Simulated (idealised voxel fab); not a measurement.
process module | voxel wiring stack
cross-section cut | 165 nm wide | cells 5 nm
A cross-section is a grid of square cells, given in bands from the top down. A band is one or more rows of cells.
Each band's line starts with the height of the band's top and of its bottom, in nm. Then come its materials from left to right, each with its width in nm. One material with "throughout" fills the band from edge to edge. "air" is empty space.
Height 0 is the level under which the wafer as received is all one material. The lowest band goes on downwards, as in "0 down".
A width such as "30 to 40" changes by the same amount from each row of cells to the next, from the band's top row to its bottom row.
"no change" after a step means that no cell of the cross-section changed.
closed voids: empty space of 8 cells or more with no open way to the top, each as width x height at its distance from the left edge, in nm
after a step's settings: what the simulator itself notes on the step
overlay nm, on a step with a mask: how far to the right of its planned place the mask lay; to the left if negative
plan
1 op RECEIVE | material Si
2 op CONFORMAL_DEP | material SiO2 | thk nm 15
3 op DIRECTIONAL_DEP | material TiN | thk nm 5
4 op DIRECTIONAL_DEP | material W | thk nm 20
5 op DIRECTIONAL_DEP | material aC | thk nm 10
6 op PATTERN | tone cover | mask id METAL_1 | material resist | width nm 30 | pitch nm 45 | thk nm 30 | overlay nm 0
7 op DIRECTIONAL_ETCH | etch materials aC | depth nm 10
8 op STRIP | etch materials resist
9 op DIRECTIONAL_ETCH | etch materials W | depth nm 20
10 op DIRECTIONAL_ETCH | etch materials TiN | depth nm 5
11 op STRIP | etch materials aC
12 op CONFORMAL_DEP | material SiN | thk nm 5
13 op FILL_DEP | material lowk | thk nm 5
14 op CMP | height nm 40
15 op CONFORMAL_DEP | material SiCN | thk nm 5
16 op DIRECTIONAL_DEP | material SiO2 | thk nm 20
17 op DIRECTIONAL_DEP | material aC | thk nm 10
18 op PATTERN | tone open | mask id PLUG_1 | material resist | width nm 15 | pitch nm 90 | thk nm 25 | overlay nm 0
19 op DIRECTIONAL_ETCH | etch materials aC | depth nm 10
20 op STRIP | etch materials resist
21 op DIRECTIONAL_ETCH | etch materials SiO2 | depth nm 20
22 op DIRECTIONAL_ETCH | etch materials SiCN | depth nm 5
23 op STRIP | etch materials aC
24 op EPI | material Ru | thk nm 10
25 op EPI | material Ru | thk nm 10
26 op EPI | material Ru | thk nm 5
27 op DIRECTIONAL_DEP | material TiN | thk nm 5
28 op DIRECTIONAL_DEP | material W | thk nm 25
29 op DIRECTIONAL_DEP | material aC | thk nm 10
30 op PATTERN | tone cover | mask id METAL_2 | material resist | width nm 30 | pitch nm 45 | thk nm 30 | overlay nm 0
31 op DIRECTIONAL_ETCH | etch materials aC | depth nm 10
32 op STRIP | etch materials resist
33 op DIRECTIONAL_ETCH | etch materials W | depth nm 25
34 op DIRECTIONAL_ETCH | etch materials TiN | depth nm 5
35 op STRIP | etch materials aC
36 op CONFORMAL_DEP | material SiN | thk nm 5
37 op FILL_DEP | material lowk | thk nm 5
38 op CMP | height nm 95
39 op CONFORMAL_DEP | material SiCN | thk nm 5
40 op DIRECTIONAL_DEP | material lowk | thk nm 10
41 op MASKED_ETCH | tone open | mask id PLUG_2 | width nm 15 | pitch nm 90 | etch materials lowk | depth nm 10 | overlay nm 0
42 op MASKED_ETCH | tone open | mask id PLUG_2 | width nm 15 | pitch nm 90 | etch materials SiCN | depth nm 5 | overlay nm 0
43 op EPI | material Ru | thk nm 10
44 op EPI | material Ru | thk nm 5
45 op DIRECTIONAL_DEP | material TiN | thk nm 5
46 op DIRECTIONAL_DEP | material W | thk nm 15
47 op MASKED_ETCH | tone cover | mask id METAL_3 | width nm 30 | pitch nm 45 | etch materials W | depth nm 15 | overlay nm 0
48 op MASKED_ETCH | tone cover | mask id METAL_3 | width nm 30 | pitch nm 45 | etch materials TiN | depth nm 5 | overlay nm 0
49 op FILL_DEP | material SiO2 | thk nm 10
50 op CMP | height nm 130
51 op CONFORMAL_DEP | material SiCN | thk nm 5
52 op DIRECTIONAL_DEP | material lowk | thk nm 10
53 op PATTERN | tone open | mask id PLUG_3 | material resist | width nm 15 | pitch nm 45 | thk nm 20 | overlay nm 0
54 op DIRECTIONAL_ETCH | etch materials lowk | depth nm 10
55 op DIRECTIONAL_ETCH | etch materials SiCN | depth nm 5
56 op STRIP | etch materials resist
57 op CONFORMAL_DEP | material TiN | thk nm 5
58 op FILL_DEP | material Cu | thk nm 5
59 op CMP | height nm 145
60 op DIRECTIONAL_DEP | material TiN | thk nm 5
61 op DIRECTIONAL_DEP | material W | thk nm 20
62 op MASKED_ETCH | tone cover | mask id METAL_4 | width nm 30 | pitch nm 45 | etch materials W | depth nm 20 | overlay nm 0
63 op MASKED_ETCH | tone cover | mask id METAL_4 | width nm 30 | pitch nm 45 | etch materials TiN | depth nm 5 | overlay nm 0
64 op CONFORMAL_DEP | material SiCN | thk nm 5
65 op FILL_DEP | material SiO2 | thk nm 10
66 op CMP | height nm 170
67 op CONFORMAL_DEP | material SiCN | thk nm 5
first wafer, as planned
as received, after step 1
  0 down: Si throughout
  closed voids: none
after step 2
  15 to 0: SiO2 throughout
  below 0: unchanged
after step 3
  20 to 15: TiN throughout
  below 15: unchanged
after step 4
  40 to 20: W throughout
  below 20: unchanged
after step 5
  50 to 40: aC throughout
  below 40: unchanged
after step 6
  80 to 50: air 20 | resist 30 | air 15 | resist 30 | air 15 | resist 30 | air 25
  below 50: unchanged
after step 7
  70 to 50: air 20 | resist 30 | air 15 | resist 30 | air 15 | resist 30 | air 25
  50 to 40: air 20 | aC 30 | air 15 | aC 30 | air 15 | aC 30 | air 25
  below 40: unchanged
after step 8
  50 to 40: air 20 | aC 30 | air 15 | aC 30 | air 15 | aC 30 | air 25
  below 40: unchanged
after step 9
  50 to 40: air 20 | aC 30 | air 15 | aC 30 | air 15 | aC 30 | air 25
  40 to 20: air 20 | W 30 | air 15 | W 30 | air 15 | W 30 | air 25
  below 20: unchanged
after step 10
  50 to 40: air 20 | aC 30 | air 15 | aC 30 | air 15 | aC 30 | air 25
  40 to 20: air 20 | W 30 | air 15 | W 30 | air 15 | W 30 | air 25
  20 to 15: air 20 | TiN 30 | air 15 | TiN 30 | air 15 | TiN 30 | air 25
  below 15: unchanged
after step 11
  40 to 20: air 20 | W 30 | air 15 | W 30 | air 15 | W 30 | air 25
  below 20: unchanged
after step 12
  45 to 40: air 15 | SiN 40 | air 5 | SiN 40 | air 5 | SiN 40 | air 20
  40 to 20: air 15 | SiN 5 | W 30 | SiN 5 | air 5 | SiN 5 | W 30 | SiN 5 | air 5 | SiN 5 | W 30 | SiN 5 | air 20
  20 to 15: SiN 20 | TiN 30 | SiN 15 | TiN 30 | SiN 15 | TiN 30 | SiN 25
  below 15: unchanged
after step 13
  50 to 45: lowk throughout
  45 to 40: lowk 15 | SiN 40 | lowk 5 | SiN 40 | lowk 5 | SiN 40 | lowk 20
  40 to 20: lowk 15 | SiN 5 | W 30 | SiN 5 | lowk 5 | SiN 5 | W 30 | SiN 5 | lowk 5 | SiN 5 | W 30 | SiN 5 | lowk 20
  below 20: unchanged
after step 14
  40 to 20: lowk 15 | SiN 5 | W 30 | SiN 5 | lowk 5 | SiN 5 | W 30 | SiN 5 | lowk 5 | SiN 5 | W 30 | SiN 5 | lowk 20
  below 20: unchanged
after step 15
  45 to 40: SiCN throughout
  below 40: unchanged
after step 16
  65 to 45: SiO2 throughout
  below 45: unchanged
after step 17
  75 to 65: aC throughout
  below 65: unchanged
after step 18
  100 to 75: resist 20 | air 15 | resist 75 | air 15 | resist 40
  below 75: unchanged
after step 19
  90 to 75: resist 20 | air 15 | resist 75 | air 15 | resist 40
  75 to 65: aC 20 | air 15 | aC 75 | air 15 | aC 40
  below 65: unchanged
after step 20
  75 to 65: aC 20 | air 15 | aC 75 | air 15 | aC 40
  below 65: unchanged
after step 21
  75 to 65: aC 20 | air 15 | aC 75 | air 15 | aC 40
  65 to 45: SiO2 20 | air 15 | SiO2 75 | air 15 | SiO2 40
  below 45: unchanged
after step 22
  75 to 65: aC 20 | air 15 | aC 75 | air 15 | aC 40
  65 to 45: SiO2 20 | air 15 | SiO2 75 | air 15 | SiO2 40
  45 to 40: SiCN 20 | air 15 | SiCN 75 | air 15 | SiCN 40
  below 40: unchanged
after step 23
  65 to 45: SiO2 20 | air 15 | SiO2 75 | air 15 | SiO2 40
  below 45: unchanged
after step 24
  65 to 50: SiO2 20 | air 15 | SiO2 75 | air 15 | SiO2 40
  50 to 45: SiO2 20 | Ru 15 | SiO2 75 | Ru 15 | SiO2 40
  45 to 40: SiCN 20 | Ru 15 | SiCN 75 | Ru 15 | SiCN 40
  below 40: unchanged
after step 25
  65 to 60: SiO2 20 | air 15 | SiO2 75 | air 15 | SiO2 40
  60 to 45: SiO2 20 | Ru 15 | SiO2 75 | Ru 15 | SiO2 40
  below 45: unchanged
after step 26
  65 to 45: SiO2 20 | Ru 15 | SiO2 75 | Ru 15 | SiO2 40
  below 45: unchanged
after step 27
  70 to 65: TiN throughout
  below 65: unchanged
after step 28
  95 to 70: W throughout
  below 70: unchanged
after step 29
  105 to 95: aC throughout
  below 95: unchanged
after step 30
  135 to 105: air 20 | resist 30 | air 15 | resist 30 | air 15 | resist 30 | air 25
  below 105: unchanged
after step 31
  125 to 105: air 20 | resist 30 | air 15 | resist 30 | air 15 | resist 30 | air 25
  105 to 95: air 20 | aC 30 | air 15 | aC 30 | air 15 | aC 30 | air 25
  below 95: unchanged
after step 32
  105 to 95: air 20 | aC 30 | air 15 | aC 30 | air 15 | aC 30 | air 25
  below 95: unchanged
after step 33
  105 to 95: air 20 | aC 30 | air 15 | aC 30 | air 15 | aC 30 | air 25
  95 to 70: air 20 | W 30 | air 15 | W 30 | air 15 | W 30 | air 25
  below 70: unchanged
after step 34
  105 to 95: air 20 | aC 30 | air 15 | aC 30 | air 15 | aC 30 | air 25
  95 to 70: air 20 | W 30 | air 15 | W 30 | air 15 | W 30 | air 25
  70 to 65: air 20 | TiN 30 | air 15 | TiN 30 | air 15 | TiN 30 | air 25
  below 65: unchanged
after step 35
  95 to 70: air 20 | W 30 | air 15 | W 30 | air 15 | W 30 | air 25
  below 70: unchanged
after step 36
  100 to 95: air 15 | SiN 40 | air 5 | SiN 40 | air 5 | SiN 40 | air 20
  95 to 70: air 15 | SiN 5 | W 30 | SiN 5 | air 5 | SiN 5 | W 30 | SiN 5 | air 5 | SiN 5 | W 30 | SiN 5 | air 20
  70 to 65: SiN 20 | TiN 30 | SiN 15 | TiN 30 | SiN 15 | TiN 30 | SiN 25
  below 65: unchanged
after step 37
  105 to 100: lowk throughout
  100 to 95: lowk 15 | SiN 40 | lowk 5 | SiN 40 | lowk 5 | SiN 40 | lowk 20
  95 to 70: lowk 15 | SiN 5 | W 30 | SiN 5 | lowk 5 | SiN 5 | W 30 | SiN 5 | lowk 5 | SiN 5 | W 30 | SiN 5 | lowk 20
  below 70: unchanged
after step 38
  95 to 70: lowk 15 | SiN 5 | W 30 | SiN 5 | lowk 5 | SiN 5 | W 30 | SiN 5 | lowk 5 | SiN 5 | W 30 | SiN 5 | lowk 20
  below 70: unchanged
after step 39
  100 to 95: SiCN throughout
  below 95: unchanged
after step 40
  110 to 100: lowk throughout
  below 100: unchanged
after step 41
  110 to 100: lowk 20 | air 15 | lowk 75 | air 15 | lowk 40
  below 100: unchanged
after step 42
  110 to 100: lowk 20 | air 15 | lowk 75 | air 15 | lowk 40
  100 to 95: SiCN 20 | air 15 | SiCN 75 | air 15 | SiCN 40
  below 95: unchanged
after step 43
  110 to 105: lowk 20 | air 15 | lowk 75 | air 15 | lowk 40
  105 to 100: lowk 20 | Ru 15 | lowk 75 | Ru 15 | lowk 40
  100 to 95: SiCN 20 | Ru 15 | SiCN 75 | Ru 15 | SiCN 40
  below 95: unchanged
after step 44
  110 to 100: lowk 20 | Ru 15 | lowk 75 | Ru 15 | lowk 40
  below 100: unchanged
after step 45
  115 to 110: TiN throughout
  below 110: unchanged
after step 46
  130 to 115: W throughout
  below 115: unchanged
after step 47
  130 to 115: air 20 | W 30 | air 15 | W 30 | air 15 | W 30 | air 25
  below 115: unchanged
after step 48
  130 to 115: air 20 | W 30 | air 15 | W 30 | air 15 | W 30 | air 25
  115 to 110: air 20 | TiN 30 | air 15 | TiN 30 | air 15 | TiN 30 | air 25
  below 110: unchanged
after step 49
  140 to 130: SiO2 throughout
  130 to 115: SiO2 20 | W 30 | SiO2 15 | W 30 | SiO2 15 | W 30 | SiO2 25
  115 to 110: SiO2 20 | TiN 30 | SiO2 15 | TiN 30 | SiO2 15 | TiN 30 | SiO2 25
  below 110: unchanged
after step 50
  130 to 115: SiO2 20 | W 30 | SiO2 15 | W 30 | SiO2 15 | W 30 | SiO2 25
  below 115: unchanged
after step 51
  135 to 130: SiCN throughout
  below 130: unchanged
after step 52
  145 to 135: lowk throughout
  below 135: unchanged
after step 53
  165 to 145: resist 20 | air 15 | resist 30 | air 15 | resist 30 | air 15 | resist 40
  below 145: unchanged
after step 54
  165 to 145: resist 20 | air 15 | resist 30 | air 15 | resist 30 | air 15 | resist 40
  145 to 135: lowk 20 | air 15 | lowk 30 | air 15 | lowk 30 | air 15 | lowk 40
  below 135: unchanged
after step 55
  165 to 145: resist 20 | air 15 | resist 30 | air 15 | resist 30 | air 15 | resist 40
  145 to 135: lowk 20 | air 15 | lowk 30 | air 15 | lowk 30 | air 15 | lowk 40
  135 to 130: SiCN 20 | air 15 | SiCN 30 | air 15 | SiCN 30 | air 15 | SiCN 40
  below 130: unchanged
after step 56
  145 to 135: lowk 20 | air 15 | lowk 30 | air 15 | lowk 30 | air 15 | lowk 40
  below 135: unchanged
after step 57
  150 to 145: TiN 25 | air 5 | TiN 40 | air 5 | TiN 40 | air 5 | TiN 45
  145 to 135: lowk 20 | TiN 5 | air 5 | TiN 5 | lowk 30 | TiN 5 | air 5 | TiN 5 | lowk 30 | TiN 5 | air 5 | TiN 5 | lowk 40
  135 to 130: SiCN 20 | TiN 15 | SiCN 30 | TiN 15 | SiCN 30 | TiN 15 | SiCN 40
  below 130: unchanged
after step 58
  155 to 150: Cu throughout
  150 to 145: TiN 25 | Cu 5 | TiN 40 | Cu 5 | TiN 40 | Cu 5 | TiN 45
  145 to 135: lowk 20 | TiN 5 | Cu 5 | TiN 5 | lowk 30 | TiN 5 | Cu 5 | TiN 5 | lowk 30 | TiN 5 | Cu 5 | TiN 5 | lowk 40
  below 135: unchanged
after step 59
  145 to 135: lowk 20 | TiN 5 | Cu 5 | TiN 5 | lowk 30 | TiN 5 | Cu 5 | TiN 5 | lowk 30 | TiN 5 | Cu 5 | TiN 5 | lowk 40
  below 135: unchanged
after step 60
  150 to 145: TiN throughout
  below 145: unchanged
after step 61
  170 to 150: W throughout
  below 150: unchanged
after step 62
  170 to 150: air 20 | W 30 | air 15 | W 30 | air 15 | W 30 | air 25
  below 150: unchanged
after step 63
  170 to 150: air 20 | W 30 | air 15 | W 30 | air 15 | W 30 | air 25
  150 to 145: air 20 | TiN 30 | air 15 | TiN 30 | air 15 | TiN 30 | air 25
  below 145: unchanged
after step 64
  175 to 170: air 15 | SiCN 40 | air 5 | SiCN 40 | air 5 | SiCN 40 | air 20
  170 to 150: air 15 | SiCN 5 | W 30 | SiCN 5 | air 5 | SiCN 5 | W 30 | SiCN 5 | air 5 | SiCN 5 | W 30 | SiCN 5 | air 20
  150 to 145: SiCN 20 | TiN 30 | SiCN 15 | TiN 30 | SiCN 15 | TiN 30 | SiCN 25
  below 145: unchanged
after step 65
  185 to 175: SiO2 throughout
  175 to 170: SiO2 15 | SiCN 40 | SiO2 5 | SiCN 40 | SiO2 5 | SiCN 40 | SiO2 20
  170 to 150: SiO2 15 | SiCN 5 | W 30 | SiCN 5 | SiO2 5 | SiCN 5 | W 30 | SiCN 5 | SiO2 5 | SiCN 5 | W 30 | SiCN 5 | SiO2 20
  below 150: unchanged
after step 66
  170 to 150: SiO2 15 | SiCN 5 | W 30 | SiCN 5 | SiO2 5 | SiCN 5 | W 30 | SiCN 5 | SiO2 5 | SiCN 5 | W 30 | SiCN 5 | SiO2 20
  below 150: unchanged
after step 67
  175 to 170: SiCN throughout
  below 170: unchanged
second wafer: like start, like plan, one mistake. Through step 23 it matches the first wafer
when step 25 should have ended
  70 to 65: air 15 | Ru 25 | air 65 | Ru 25 | air 35
  65 to 45: SiO2 20 | Ru 15 | SiO2 75 | Ru 15 | SiO2 40
  45 to 40: SiCN 20 | Ru 15 | SiCN 75 | Ru 15 | SiCN 40
  below 40: unchanged
when step 26 should have ended
  75 to 65: air 10 | Ru 35 | air 55 | Ru 35 | air 30
  below 65: unchanged
when step 27 should have ended
  80 to 75: air 10 | TiN 35 | air 55 | TiN 35 | air 30
  75 to 70: air 10 | Ru 35 | air 55 | Ru 35 | air 30
  70 to 65: TiN 10 | Ru 35 | TiN 55 | Ru 35 | TiN 30
  below 65: unchanged
when step 28 should have ended
  105 to 95: air 10 | W 35 | air 55 | W 35 | air 30
  95 to 80: W throughout
  80 to 75: W 10 | TiN 35 | W 55 | TiN 35 | W 30
  75 to 70: W 10 | Ru 35 | W 55 | Ru 35 | W 30
  below 70: unchanged
when step 29 should have ended
  115 to 105: air 10 | aC 35 | air 55 | aC 35 | air 30
  105 to 95: aC 10 | W 35 | aC 55 | W 35 | aC 30
  below 95: unchanged
when step 30 should have ended
  145 to 115: air 20 | resist 30 | air 15 | resist 30 | air 15 | resist 30 | air 25
  115 to 105: air 10 | aC 35 | resist 5 | air 15 | resist 30 | air 5 | aC 35 | resist 5 | air 25
  below 105: unchanged
when step 31 should have ended
  135 to 115: air 20 | resist 30 | air 15 | resist 30 | air 15 | resist 30 | air 25
  115 to 105: air 20 | aC 25 | resist 5 | air 15 | resist 30 | air 15 | aC 25 | resist 5 | air 25
  105 to 95: air 10 | W 35 | aC 5 | air 15 | aC 30 | air 5 | W 35 | aC 5 | air 25
  below 95: unchanged
when step 32 should have ended
  115 to 105: air 20 | aC 25 | air 65 | aC 25 | air 30
  below 105: unchanged
when step 33 should have ended
  115 to 105: air 20 | aC 25 | air 65 | aC 25 | air 30
  105 to 95: air 20 | W 25 | aC 5 | air 15 | aC 30 | air 15 | W 25 | aC 5 | air 25
  95 to 80: air 20 | W 30 | air 15 | W 30 | air 15 | W 30 | air 25
  80 to 75: air 10 | TiN 35 | W 5 | air 15 | W 30 | air 5 | TiN 35 | W 5 | air 25
  75 to 70: air 10 | Ru 35 | W 5 | air 15 | W 30 | air 5 | Ru 35 | W 5 | air 25
  below 70: unchanged
when step 34 should have ended
  115 to 105: air 20 | aC 25 | air 65 | aC 25 | air 30
  105 to 95: air 20 | W 25 | aC 5 | air 15 | aC 30 | air 15 | W 25 | aC 5 | air 25
  95 to 80: air 20 | W 30 | air 15 | W 30 | air 15 | W 30 | air 25
  80 to 75: air 20 | TiN 25 | W 5 | air 15 | W 30 | air 15 | TiN 25 | W 5 | air 25
  75 to 70: air 10 | Ru 35 | W 5 | air 15 | W 30 | air 5 | Ru 35 | W 5 | air 25
  70 to 65: air 10 | Ru 35 | TiN 5 | air 15 | TiN 30 | air 5 | Ru 35 | TiN 5 | air 25
  below 65: unchanged
when step 35 should have ended
  105 to 95: air 20 | W 25 | air 65 | W 25 | air 30
  below 95: unchanged
when step 36 should have ended
  110 to 105: air 15 | SiN 35 | air 55 | SiN 35 | air 25
  105 to 100: air 15 | SiN 5 | W 25 | SiN 5 | air 55 | SiN 5 | W 25 | SiN 5 | air 25
  100 to 95: air 15 | SiN 5 | W 25 | SiN 10 | air 5 | SiN 40 | air 5 | SiN 5 | W 25 | SiN 10 | air 20
  95 to 80: air 15 | SiN 5 | W 30 | SiN 5 | air 5 | SiN 5 | W 30 | SiN 5 | air 5 | SiN 5 | W 30 | SiN 5 | air 20
  80 to 75: air 5 | SiN 15 | TiN 25 | W 5 | SiN 5 | air 5 | SiN 5 | W 30 | SiN 15 | TiN 25 | W 5 | SiN 5 | air 20
  75 to 70: air 5 | SiN 5 | Ru 35 | W 5 | SiN 5 | air 5 | SiN 5 | W 30 | SiN 5 | Ru 35 | W 5 | SiN 5 | air 20
  70 to 65: SiN 10 | Ru 35 | TiN 5 | SiN 15 | TiN 30 | SiN 5 | Ru 35 | TiN 5 | SiN 25
  below 65: unchanged
when step 37 should have ended
  115 to 110: lowk throughout
  110 to 105: lowk 15 | SiN 35 | lowk 55 | SiN 35 | lowk 25
  105 to 100: lowk 15 | SiN 5 | W 25 | SiN 5 | lowk 55 | SiN 5 | W 25 | SiN 5 | lowk 25
  100 to 95: lowk 15 | SiN 5 | W 25 | SiN 10 | lowk 5 | SiN 40 | lowk 5 | SiN 5 | W 25 | SiN 10 | lowk 20
  95 to 80: lowk 15 | SiN 5 | W 30 | SiN 5 | lowk 5 | SiN 5 | W 30 | SiN 5 | lowk 5 | SiN 5 | W 30 | SiN 5 | lowk 20
  80 to 75: lowk 5 | SiN 15 | TiN 25 | W 5 | SiN 5 | lowk 5 | SiN 5 | W 30 | SiN 15 | TiN 25 | W 5 | SiN 5 | lowk 20
  75 to 70: lowk 5 | SiN 5 | Ru 35 | W 5 | SiN 5 | lowk 5 | SiN 5 | W 30 | SiN 5 | Ru 35 | W 5 | SiN 5 | lowk 20
  below 70: unchanged
when step 38 should have ended
  95 to 80: lowk 15 | SiN 5 | W 30 | SiN 5 | lowk 5 | SiN 5 | W 30 | SiN 5 | lowk 5 | SiN 5 | W 30 | SiN 5 | lowk 20
  below 80: unchanged
when step 39 should have ended
  100 to 95: SiCN throughout
  below 95: unchanged
when step 40 should have ended
  110 to 100: lowk throughout
  below 100: unchanged
when step 41 should have ended
  110 to 100: lowk 20 | air 15 | lowk 75 | air 15 | lowk 40
  below 100: unchanged
when step 42 should have ended
  110 to 100: lowk 20 | air 15 | lowk 75 | air 15 | lowk 40
  100 to 95: SiCN 20 | air 15 | SiCN 75 | air 15 | SiCN 40
  below 95: unchanged
when step 43 should have ended
  110 to 105: lowk 20 | air 15 | lowk 75 | air 15 | lowk 40
  105 to 100: lowk 20 | Ru 15 | lowk 75 | Ru 15 | lowk 40
  100 to 95: SiCN 20 | Ru 15 | SiCN 75 | Ru 15 | SiCN 40
  below 95: unchanged
when step 44 should have ended
  110 to 100: lowk 20 | Ru 15 | lowk 75 | Ru 15 | lowk 40
  below 100: unchanged
when step 45 should have ended
  115 to 110: TiN throughout
  below 110: unchanged
when step 46 should have ended
  130 to 115: W throughout
  below 115: unchanged
when step 47 should have ended
  130 to 115: air 20 | W 30 | air 15 | W 30 | air 15 | W 30 | air 25
  below 115: unchanged
when step 48 should have ended
  130 to 115: air 20 | W 30 | air 15 | W 30 | air 15 | W 30 | air 25
  115 to 110: air 20 | TiN 30 | air 15 | TiN 30 | air 15 | TiN 30 | air 25
  below 110: unchanged
when step 49 should have ended
  140 to 130: SiO2 throughout
  130 to 115: SiO2 20 | W 30 | SiO2 15 | W 30 | SiO2 15 | W 30 | SiO2 25
  115 to 110: SiO2 20 | TiN 30 | SiO2 15 | TiN 30 | SiO2 15 | TiN 30 | SiO2 25
  below 110: unchanged
when step 50 should have ended
  130 to 115: SiO2 20 | W 30 | SiO2 15 | W 30 | SiO2 15 | W 30 | SiO2 25
  below 115: unchanged
when step 51 should have ended
  135 to 130: SiCN throughout
  below 130: unchanged
when step 52 should have ended
  145 to 135: lowk throughout
  below 135: unchanged
when step 53 should have ended
  165 to 145: resist 20 | air 15 | resist 30 | air 15 | resist 30 | air 15 | resist 40
  below 145: unchanged
when step 54 should have ended
  165 to 145: resist 20 | air 15 | resist 30 | air 15 | resist 30 | air 15 | resist 40
  145 to 135: lowk 20 | air 15 | lowk 30 | air 15 | lowk 30 | air 15 | lowk 40
  below 135: unchanged
when step 55 should have ended
  165 to 145: resist 20 | air 15 | resist 30 | air 15 | resist 30 | air 15 | resist 40
  145 to 135: lowk 20 | air 15 | lowk 30 | air 15 | lowk 30 | air 15 | lowk 40
  135 to 130: SiCN 20 | air 15 | SiCN 30 | air 15 | SiCN 30 | air 15 | SiCN 40
  below 130: unchanged
when step 56 should have ended
  145 to 135: lowk 20 | air 15 | lowk 30 | air 15 | lowk 30 | air 15 | lowk 40
  below 135: unchanged
when step 57 should have ended
  150 to 145: TiN 25 | air 5 | TiN 40 | air 5 | TiN 40 | air 5 | TiN 45
  145 to 135: lowk 20 | TiN 5 | air 5 | TiN 5 | lowk 30 | TiN 5 | air 5 | TiN 5 | lowk 30 | TiN 5 | air 5 | TiN 5 | lowk 40
  135 to 130: SiCN 20 | TiN 15 | SiCN 30 | TiN 15 | SiCN 30 | TiN 15 | SiCN 40
  below 130: unchanged
when step 58 should have ended
  155 to 150: Cu throughout
  150 to 145: TiN 25 | Cu 5 | TiN 40 | Cu 5 | TiN 40 | Cu 5 | TiN 45
  145 to 135: lowk 20 | TiN 5 | Cu 5 | TiN 5 | lowk 30 | TiN 5 | Cu 5 | TiN 5 | lowk 30 | TiN 5 | Cu 5 | TiN 5 | lowk 40
  below 135: unchanged
when step 59 should have ended
  145 to 135: lowk 20 | TiN 5 | Cu 5 | TiN 5 | lowk 30 | TiN 5 | Cu 5 | TiN 5 | lowk 30 | TiN 5 | Cu 5 | TiN 5 | lowk 40
  below 135: unchanged
when step 60 should have ended
  150 to 145: TiN throughout
  below 145: unchanged
when step 61 should have ended
  170 to 150: W throughout
  below 150: unchanged
when step 62 should have ended
  170 to 150: air 20 | W 30 | air 15 | W 30 | air 15 | W 30 | air 25
  below 150: unchanged
when step 63 should have ended
  170 to 150: air 20 | W 30 | air 15 | W 30 | air 15 | W 30 | air 25
  150 to 145: air 20 | TiN 30 | air 15 | TiN 30 | air 15 | TiN 30 | air 25
  below 145: unchanged
when step 64 should have ended
  175 to 170: air 15 | SiCN 40 | air 5 | SiCN 40 | air 5 | SiCN 40 | air 20
  170 to 150: air 15 | SiCN 5 | W 30 | SiCN 5 | air 5 | SiCN 5 | W 30 | SiCN 5 | air 5 | SiCN 5 | W 30 | SiCN 5 | air 20
  150 to 145: SiCN 20 | TiN 30 | SiCN 15 | TiN 30 | SiCN 15 | TiN 30 | SiCN 25
  below 145: unchanged
when step 65 should have ended
  185 to 175: SiO2 throughout
  175 to 170: SiO2 15 | SiCN 40 | SiO2 5 | SiCN 40 | SiO2 5 | SiCN 40 | SiO2 20
  170 to 150: SiO2 15 | SiCN 5 | W 30 | SiCN 5 | SiO2 5 | SiCN 5 | W 30 | SiCN 5 | SiO2 5 | SiCN 5 | W 30 | SiCN 5 | SiO2 20
  below 150: unchanged
when step 66 should have ended
  170 to 150: SiO2 15 | SiCN 5 | W 30 | SiCN 5 | SiO2 5 | SiCN 5 | W 30 | SiCN 5 | SiO2 5 | SiCN 5 | W 30 | SiCN 5 | SiO2 20
  below 150: unchanged
when step 67 should have ended
  175 to 170: SiCN throughout
  below 170: unchanged
what went wrong: one of the steps 24 and 25, which are alike, was run twice
at the end the second wafer has, in cells: 28 more of Ru | 2 fewer of SiN | 20 fewer of W | 6 fewer of lowk
